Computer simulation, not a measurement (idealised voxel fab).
process module | voxel transistor to metal
cross-section cut | 190 nm wide | cells 5 nm
A cross-section is a grid of square cells, given in bands from the top down. A band is one or more rows of cells.
Each band's line starts with the height of the band's top and of its bottom, in nm. Then come its materials from left to right, each with its width in nm. One material with "throughout" fills the band from edge to edge. "air" is empty space.
Height 0 is the level under which the wafer as received is all one material. The lowest band goes on downwards, as in "0 down".
A width such as "30 to 40" changes by the same amount from each row of cells to the next, from the band's top row to its bottom row.
"no change" after a step means that no cell of the cross-section changed.
closed voids: empty space of 8 cells or more with no open way to the top, each as width x height at its distance from the left edge, in nm
after a step's settings: what the simulator itself notes on the step
overlay nm, on a step with a mask: how far to the right of its planned place the mask lay; to the left if negative
plan
1 op RECEIVE | material Si
2 op OXIDIZE | depth nm 5
3 op CONFORMAL_DEP | material SiN | thk nm 10
4 op MASKED_ETCH | tone cover | mask id ACTIVE | width nm 100 | etch materials SiN | depth nm 10 | overlay nm 0
5 op MASKED_ETCH | tone cover | mask id ACTIVE | width nm 100 | etch materials SiO2 | depth nm 5 | overlay nm 0
6 op MASKED_ETCH | tone cover | mask id ACTIVE | width nm 100 | etch materials Si | depth nm 35 | overlay nm 0
7 op OXIDIZE | depth nm 5
8 op FILL_DEP | material SiO2 | thk nm 15
9 op CMP | height nm 10
10 op SELECTIVE_ETCH | etch materials SiO2 | depth nm 5
11 op STRIP | etch materials SiN
12 op SELECTIVE_ETCH | etch materials SiO2 | depth nm 5
13 op OXIDIZE | depth nm 5
14 op DIRECTIONAL_DEP | material polySi | thk nm 20
15 op DIRECTIONAL_DEP | material SiCN | thk nm 10
16 op PATTERN | tone cover | mask id GATE | material resist | width nm 20 | thk nm 20 | overlay nm 0
17 op DIRECTIONAL_ETCH | etch materials SiCN | depth nm 20
18 op DIRECTIONAL_ETCH | etch materials polySi | depth nm 30
19 op STRIP | etch materials resist
20 op CONFORMAL_DEP | material SiO2 | thk nm 5
21 op DIRECTIONAL_ETCH | etch materials SiO2 | depth nm 5
22 op CONFORMAL_DEP | material SiN | thk nm 10
23 op DIRECTIONAL_ETCH | etch materials SiN | depth nm 10
24 op DIRECTIONAL_ETCH | etch materials SiO2 | depth nm 5
25 op DIRECTIONAL_ETCH | etch materials Si | depth nm 10
26 op EPI | material nSi | thk nm 15
27 op FILL_DEP | material SiO2 | thk nm 10
28 op CMP | height nm 25
29 op DIRECTIONAL_DEP | material SiO2 | thk nm 15
30 op PATTERN | tone open | mask id CONTACT | material resist | width nm 15 | pitch nm 75 | thk nm 20 | overlay nm 0
31 op DIRECTIONAL_ETCH | etch materials SiO2 | depth nm 35
32 op STRIP | etch materials resist
33 op CONFORMAL_DEP | material TiN | thk nm 5
34 op FILL_DEP | material Ru | thk nm 10
35 op CMP | height nm 40
36 op CONFORMAL_DEP | material SiCN | thk nm 5
37 op DIRECTIONAL_DEP | material lowk | thk nm 15
38 op PATTERN | tone open | mask id METAL_1 | material resist | width nm 15 | pitch nm 75 | thk nm 20 | overlay nm 0
39 op DIRECTIONAL_ETCH | etch materials lowk | depth nm 15
40 op DIRECTIONAL_ETCH | etch materials SiCN | depth nm 5
41 op STRIP | etch materials resist
42 op CONFORMAL_DEP | material TiN | thk nm 5
43 op FILL_DEP | material Ru | thk nm 5
44 op CMP | height nm 60
45 op CONFORMAL_DEP | material SiN | thk nm 5
as received, after step 1
  0 down: Si throughout
  closed voids: none
first wafer at the end, as planned
  65 to 60: SiN throughout
  60 to 45: lowk 50 | TiN 5 | Ru 5 | TiN 5 | lowk 60 | TiN 5 | Ru 5 | TiN 5 | lowk 50
  45 to 40: SiCN 50 | TiN 15 | SiCN 60 | TiN 15 | SiCN 50
  40 to 25: SiO2 50 | TiN 5 | Ru 5 | TiN 5 | SiO2 60 | TiN 5 | Ru 5 | TiN 5 | SiO2 50
  25 to 15: SiO2 50 | TiN 5 | Ru 5 | TiN 5 | SiO2 5 | SiN 10 | SiO2 5 | SiCN 20 | SiO2 5 | SiN 10 | SiO2 5 | TiN 5 | Ru 5 | TiN 5 | SiO2 50
  15 to 10: SiO2 50 | TiN 5 | Ru 5 | TiN 5 | SiO2 5 | SiN 10 | SiO2 5 | polySi 20 | SiO2 5 | SiN 10 | SiO2 5 | TiN 5 | Ru 5 | TiN 5 | SiO2 50
  10 to 5: SiO2 50 | TiN 15 | SiO2 5 | SiN 10 | SiO2 5 | polySi 20 | SiO2 5 | SiN 10 | SiO2 5 | TiN 15 | SiO2 50
  5 to 0: SiO2 50 | nSi 20 | SiN 10 | SiO2 5 | polySi 20 | SiO2 5 | SiN 10 | nSi 20 | SiO2 50
  0 to -5: SiO2 45 | SiN 10 | nSi 15 | SiN 10 | SiO2 5 | polySi 20 | SiO2 5 | SiN 10 | nSi 15 | SiN 10 | SiO2 45
  -5 to -10: SiO2 55 | nSi 15 | SiO2 50 | nSi 15 | SiO2 55
  -10 to -20: SiO2 50 | Si 5 | nSi 15 | Si 50 | nSi 15 | Si 5 | SiO2 50
  -20 to -45: SiO2 50 | Si 90 | SiO2 50
  -45 down: Si throughout
  closed voids: none
second wafer at the end: like start, like plan, one mistake
  65 to 60: SiN throughout
  60 to 45: lowk 45 | TiN 5 | Ru 5 | TiN 5 | lowk 60 | TiN 5 | Ru 5 | TiN 5 | lowk 55
  45 to 40: SiCN 45 | TiN 15 | SiCN 60 | TiN 15 | SiCN 55
  40 to 25: SiO2 50 | TiN 5 | Ru 5 | TiN 5 | SiO2 60 | TiN 5 | Ru 5 | TiN 5 | SiO2 50
  25 to 15: SiO2 50 | TiN 5 | Ru 5 | TiN 5 | SiO2 5 | SiN 10 | SiO2 5 | SiCN 20 | SiO2 5 | SiN 10 | SiO2 5 | TiN 5 | Ru 5 | TiN 5 | SiO2 50
  15 to 10: SiO2 50 | TiN 5 | Ru 5 | TiN 5 | SiO2 5 | SiN 10 | SiO2 5 | polySi 20 | SiO2 5 | SiN 10 | SiO2 5 | TiN 5 | Ru 5 | TiN 5 | SiO2 50
  10 to 5: SiO2 50 | TiN 15 | SiO2 5 | SiN 10 | SiO2 5 | polySi 20 | SiO2 5 | SiN 10 | SiO2 5 | TiN 15 | SiO2 50
  5 to 0: SiO2 50 | nSi 20 | SiN 10 | SiO2 5 | polySi 20 | SiO2 5 | SiN 10 | nSi 20 | SiO2 50
  0 to -5: SiO2 45 | SiN 10 | nSi 15 | SiN 10 | SiO2 5 | polySi 20 | SiO2 5 | SiN 10 | nSi 15 | SiN 10 | SiO2 45
  -5 to -10: SiO2 55 | nSi 15 | SiO2 50 | nSi 15 | SiO2 55
  -10 to -20: SiO2 50 | Si 5 | nSi 15 | Si 50 | nSi 15 | Si 5 | SiO2 50
  -20 to -45: SiO2 50 | Si 90 | SiO2 50
  -45 down: Si throughout
  closed voids: none
what went wrong: step 38 ran as: op PATTERN | tone open | mask id METAL_1 | material resist | width nm 15 | pitch nm 75 | thk nm 20 | overlay nm -5
at the end the second wafer has, in cells: as many of each material as the first, in other places
